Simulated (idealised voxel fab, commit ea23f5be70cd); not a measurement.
The following process module bears the name voxel self aligned vias.
Pictured: cross-section cut, 285 nm wide, on a grid of 5 nm square cells.
Notation: cross-section as square-cell grid; stated in bands, top first, going down; one or more cell rows per band. Band: top and bottom heights (nm) first, top before bottom; then materials from left to right, widths in nm. "all across" marks a sole material filling the band edge to edge. "air" denotes empty space. The level at which height equals 0 is the one under which the wafer, as it arrives, is entirely one material. No lower edge exists for the bottom band, which continues downward and is notated as in "0 and below". The expression "30->40" gives the width at the extremes of the band, the first number at its top row of cells and the second at its bottom row, with the width changing by equal amounts from each row to the next in between. Reading "no modifications" for a step: not a cell of the cross-section changed in it. Entry "Closed void inventory". Content: empty spaces with no open connection to the top, size 8 cells or greater. Each: width x height at distance. Distance: from left edge. Unit: nm. On each step's line, the part that comes after the settings is the simulator's own comment on the step. The "overlay nm" setting may appear on a step's line; for a step that uses a mask, it gives how far to the right of its planned position the mask lay, and a negative value indicates the left.
-- Process steps foreseen in the plan
1,op RECEIVE | material Si
2,op CONFORMAL_DEP | material SiO2 | thk nm 10
3,op CONFORMAL_DEP | material SiCN | thk nm 5
4,op DIRECTIONAL_DEP | material lowk | thk nm 25
5,op MASKED_ETCH | tone open | mask id LINES | width nm 20 | pitch nm 45 | etch materials lowk | depth nm 25 | overlay nm 0
6,op CONFORMAL_DEP | material TiN | thk nm 5
7,op FILL_DEP | material W | thk nm 10
8,op CMP | height nm 40
9,op SELECTIVE_ETCH | etch materials W Ru TiN | depth nm 5
10,op FILL_DEP | material SiN | thk nm 5
11,op CMP | height nm 40
12,op DIRECTIONAL_DEP | material lowk | thk nm 20
13,op DIRECTIONAL_DEP | material aC | thk nm 10
14,op PATTERN | tone open | mask id VIAS | material resist | width nm 30 | pitch nm 90 | thk nm 30 | overlay nm 0
15,op DIRECTIONAL_ETCH | etch materials aC | depth nm 10
16,op STRIP | etch materials resist
17,op DIRECTIONAL_ETCH | etch materials lowk | depth nm 20
18,op DIRECTIONAL_ETCH | etch materials SiN | depth nm 5
19,op STRIP | etch materials aC
20,op CONFORMAL_DEP | material TiN | thk nm 5
21,op FILL_DEP | material Ru | thk nm 5
22,op CMP | height nm 60
23,op CONFORMAL_DEP | material SiCN | thk nm 5
-- Received-state cross-section, reflecting completion of step 1
  0 and below | Si all across
  Closed void inventory: none
-- Below is the wafer in cross-section after the module was completed. It began from the starting point shown above and followed the plan shown above, except that one mistake was made while running it
  65 down to 60 | SiCN all across
  60 down to 45 | 90 nm lowk  5 nm TiN  20 nm Ru  5 nm TiN  60 nm lowk  5 nm TiN  20 nm Ru  5 nm TiN  75 nm lowk
  45 down to 40 | 90 nm lowk  5 nm TiN  5 nm Ru  20 nm TiN  60 nm lowk  5 nm TiN  5 nm Ru  20 nm TiN  75 nm lowk
  40 down to 35 | 85 nm lowk  5 nm SiN  15 nm TiN  25 nm lowk  20 nm SiN  25 nm lowk  5 nm SiN  15 nm TiN  90 nm lowk
  35 down to 20 | 85 nm lowk  5 nm TiN  10 nm W  5 nm TiN  25 nm lowk  5 nm TiN  10 nm W  5 nm TiN  25 nm lowk  5 nm TiN  10 nm W  5 nm TiN  90 nm lowk
  20 down to 15 | 85 nm lowk  20 nm TiN  25 nm lowk  20 nm TiN  25 nm lowk  20 nm TiN  90 nm lowk
  15 down to 10 | SiCN all across
  10 down to 0 | SiO2 all across
  0 and below | Si all across
  Closed void inventory: none
The mistake made against the process plan was this: step 14 did not use the planned setting and instead ran as op PATTERN | tone open | mask id VIAS | material resist | width nm 30 | pitch nm 90 | thk nm 30 | overlay nm 10
